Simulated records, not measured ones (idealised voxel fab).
Process module name: voxel ribs on slabs
Square cells of 5 nm make up the cross-section cut, whose width is 260 nm.
Format of a cross-section: grid, square cells. Given as bands. Order: top down. Band: one or more rows of cells.
Top height, bottom height, nm. Materials left to right, width each, nm. Single material + "full width" = fills band edge to edge. "empty" = empty.
Measure heights from 0. That's the level where, below it, the as-received wafer is all one material. The lowest band is bottomless and extends downward; write it as in "0 -> down".
The expression "30->40" gives the width at the extremes of the band, the first number at its top row of cells and the second at its bottom row, with the width changing by equal amounts from each row to the next in between.
"identical to before" (step): cross-section cells unchanged, all of them.
"Trapped void list": sealed empty spaces, 8 cells or more, no open way to top, listed width x height at distance, with distance from the left edge and width, height and distance in nm.
On each step's line, the part that comes after the settings is the simulator's own comment on the step.
A step line may carry the setting "overlay nm", which, for steps involving a mask, states the distance by which the mask lay to the right of its intended position; negative values denote displacement to the left.
[Process steps foreseen in the plan]
1. RECEIVE (material Si)
2. DIRECTIONAL_DEP (material SiO2; thk nm 25)
3. DIRECTIONAL_DEP (material SiN; thk nm 20)
4. DIRECTIONAL_DEP (material aC; thk nm 15)
5. PATTERN (tone cover; mask id RIB; material resist; width nm 25; thk nm 30; overlay nm 0)
6. DIRECTIONAL_ETCH (etch materials aC; depth nm 15)
7. STRIP (etch materials resist)
8. DIRECTIONAL_ETCH (etch materials SiN; depth nm 15)
9. STRIP (etch materials aC)
10. DIRECTIONAL_DEP (material aC; thk nm 10)
11. PATTERN (tone cover; mask id SLAB; material resist; width nm 75; thk nm 30; overlay nm 0)
12. DIRECTIONAL_ETCH (etch materials aC; depth nm 10)
13. STRIP (etch materials resist)
14. DIRECTIONAL_ETCH (etch materials SiN; depth nm 5)
15. STRIP (etch materials aC)
16. FILL_DEP (material SiO2; thk nm 25)
17. CMP (height nm 65)
18. DIRECTIONAL_DEP (material TiN; thk nm 10)
19. MASKED_ETCH (tone cover; mask id HEATER; width nm 35; etch materials TiN; depth nm 10; overlay nm 0)
20. CONFORMAL_DEP (material SiO2; thk nm 5)
[Below: the first of two wafers, run as planned]
[Shown in cross-section is the wafer as received, that is, as it stands after step 1]
	0 -> down | Si full width
	Trapped void list: none
[Take a look at the wafer's cross-section after step 2]
	25 -> 0 | SiO2 full width
	Below 0, no change.
[Take a look at the wafer's cross-section after step 3]
	45 -> 25 | SiN full width
	Below 25, no change.
[Take a look at the wafer's cross-section after step 4]
	60 -> 45 | aC full width
	Below 45, no change.
[Take a look at the wafer's cross-section after step 5]
	90 -> 60 | empty (115), then resist (25), then empty (120)
	Below 60, no change.
[Take a look at the wafer's cross-section after step 6]
	75 -> 60 | empty (115), then resist (25), then empty (120)
	60 -> 45 | empty (115), then aC (25), then empty (120)
	Below 45, no change.
[Take a look at the wafer's cross-section after step 7]
	60 -> 45 | empty (115), then aC (25), then empty (120)
	Below 45, no change.
[Take a look at the wafer's cross-section after step 8]
	60 -> 45 | empty (115), then aC (25), then empty (120)
	45 -> 30 | empty (115), then SiN (25), then empty (120)
	Below 30, no change.
[Take a look at the wafer's cross-section after step 9]
	45 -> 30 | empty (115), then SiN (25), then empty (120)
	Below 30, no change.
[Take a look at the wafer's cross-section after step 10]
	55 -> 45 | empty (115), then aC (25), then empty (120)
	45 -> 40 | empty (115), then SiN (25), then empty (120)
	40 -> 30 | aC (115), then SiN (25), then aC (120)
	Below 30, no change.
[Take a look at the wafer's cross-section after step 11]
	85 -> 55 | empty (90), then resist (75), then empty (95)
	55 -> 45 | empty (90), then resist (25), then aC (25), then resist (25), then empty (95)
	45 -> 40 | empty (90), then resist (25), then SiN (25), then resist (25), then empty (95)
	Below 40, no change.
[Take a look at the wafer's cross-section after step 12]
	75 -> 55 | empty (90), then resist (75), then empty (95)
	55 -> 45 | empty (90), then resist (25), then aC (25), then resist (25), then empty (95)
	45 -> 40 | empty (90), then resist (25), then SiN (25), then resist (25), then empty (95)
	40 -> 30 | empty (90), then aC (25), then SiN (25), then aC (25), then empty (95)
	Below 30, no change.
[Take a look at the wafer's cross-section after step 13]
	55 -> 45 | empty (115), then aC (25), then empty (120)
	45 -> 40 | empty (115), then SiN (25), then empty (120)
	Below 40, no change.
[Take a look at the wafer's cross-section after step 14]
	55 -> 45 | empty (115), then aC (25), then empty (120)
	45 -> 40 | empty (115), then SiN (25), then empty (120)
	40 -> 30 | empty (90), then aC (25), then SiN (25), then aC (25), then empty (95)
	30 -> 25 | empty (90), then SiN (75), then empty (95)
	Below 25, no change.
[Take a look at the wafer's cross-section after step 15]
	45 -> 30 | empty (115), then SiN (25), then empty (120)
	Below 30, no change.
[Take a look at the wafer's cross-section after step 16]
	70 -> 45 | SiO2 full width
	45 -> 30 | SiO2 (115), then SiN (25), then SiO2 (120)
	30 -> 25 | SiO2 (90), then SiN (75), then SiO2 (95)
	Below 25, no change.
[Take a look at the wafer's cross-section after step 17]
	65 -> 45 | SiO2 full width
	Below 45, no change.
[Take a look at the wafer's cross-section after step 18]
	75 -> 65 | TiN full width
	Below 65, no change.
[Take a look at the wafer's cross-section after step 19]
	75 -> 65 | empty (110), then TiN (35), then empty (115)
	Below 65, no change.
[Take a look at the wafer's cross-section after step 20]
	80 -> 75 | empty (105), then SiO2 (45), then empty (110)
	75 -> 70 | empty (105), then SiO2 (5), then TiN (35), then SiO2 (5), then empty (110)
	70 -> 65 | SiO2 (110), then TiN (35), then SiO2 (115)
	Below 65, no change.
[Second wafer: same start and same plan as the first, one execution error; identical to the first through step 4]
[Here is the second wafer in cross-section at the point where step 5 of the plan should have been done]
	90 -> 60 | resist (115), then empty (25), then resist (120)
	Below 60, no change.
[Here is the second wafer in cross-section at the point where step 6 of the plan should have been done]
	75 -> 60 | resist (115), then empty (25), then resist (120)
	60 -> 45 | aC (115), then empty (25), then aC (120)
	Below 45, no change.
[Here is the second wafer in cross-section at the point where step 7 of the plan should have been done]
	60 -> 45 | aC (115), then empty (25), then aC (120)
	Below 45, no change.
[Here is the second wafer in cross-section at the point where step 8 of the plan should have been done]
	60 -> 45 | aC (115), then empty (25), then aC (120)
	45 -> 30 | SiN (115), then empty (25), then SiN (120)
	Below 30, no change.
[Here is the second wafer in cross-section at the point where step 9 of the plan should have been done]
	45 -> 30 | SiN (115), then empty (25), then SiN (120)
	Below 30, no change.
[Here is the second wafer in cross-section at the point where step 10 of the plan should have been done]
	55 -> 45 | aC (115), then empty (25), then aC (120)
	45 -> 40 | SiN (115), then empty (25), then SiN (120)
	40 -> 30 | SiN (115), then aC (25), then SiN (120)
	Below 30, no change.
[Here is the second wafer in cross-section at the point where step 11 of the plan should have been done]
	85 -> 55 | empty (90), then resist (75), then empty (95)
	55 -> 45 | aC (115), then resist (25), then aC (120)
	45 -> 40 | SiN (115), then resist (25), then SiN (120)
	Below 40, no change.
[Here is the second wafer in cross-section at the point where step 12 of the plan should have been done]
	75 -> 55 | empty (90), then resist (75), then empty (95)
	55 -> 45 | empty (90), then aC (25), then resist (25), then aC (25), then empty (95)
	Below 45, no change.
[Here is the second wafer in cross-section at the point where step 13 of the plan should have been done]
	55 -> 45 | empty (90), then aC (25), then empty (25), then aC (25), then empty (95)
	45 -> 40 | SiN (115), then empty (25), then SiN (120)
	Below 40, no change.
[Here is the second wafer in cross-section at the point where step 14 of the plan should have been done]
	55 -> 45 | empty (90), then aC (25), then empty (25), then aC (25), then empty (95)
	45 -> 40 | empty (90), then SiN (25), then empty (25), then SiN (25), then empty (95)
	Below 40, no change.
[Here is the second wafer in cross-section at the point where step 15 of the plan should have been done]
	45 -> 40 | empty (90), then SiN (25), then empty (25), then SiN (25), then empty (95)
	40 -> 30 | SiN (115), then empty (25), then SiN (120)
	Below 30, no change.
[Here is the second wafer in cross-section at the point where step 16 of the plan should have been done]
	70 -> 45 | SiO2 full width
	45 -> 40 | SiO2 (90), then SiN (25), then SiO2 (25), then SiN (25), then SiO2 (95)
	40 -> 30 | SiN (115), then SiO2 (25), then SiN (120)
	Below 30, no change.
[Here is the second wafer in cross-section at the point where step 17 of the plan should have been done]
	65 -> 45 | SiO2 full width
	Below 45, no change.
[Here is the second wafer in cross-section at the point where step 18 of the plan should have been done]
	75 -> 65 | TiN full width
	Below 65, no change.
[Here is the second wafer in cross-section at the point where step 19 of the plan should have been done]
	75 -> 65 | empty (110), then TiN (35), then empty (115)
	Below 65, no change.
[Here is the second wafer in cross-section at the point where step 20 of the plan should have been done]
	80 -> 75 | empty (105), then SiO2 (45), then empty (110)
	75 -> 70 | empty (105), then SiO2 (5), then TiN (35), then SiO2 (5), then empty (110)
	70 -> 65 | SiO2 (110), then TiN (35), then SiO2 (115)
	Below 65, no change.
What was done differently from what was planned? for step 5, the planned setting was not used; the step was instead run as PATTERN (tone open; mask id RIB; material resist; width nm 25; thk nm 30; overlay nm 0)
The second wafer ends with more or fewer cells of some materials than the first, per final count: SiN: 126 more | SiO2: 126 fewer
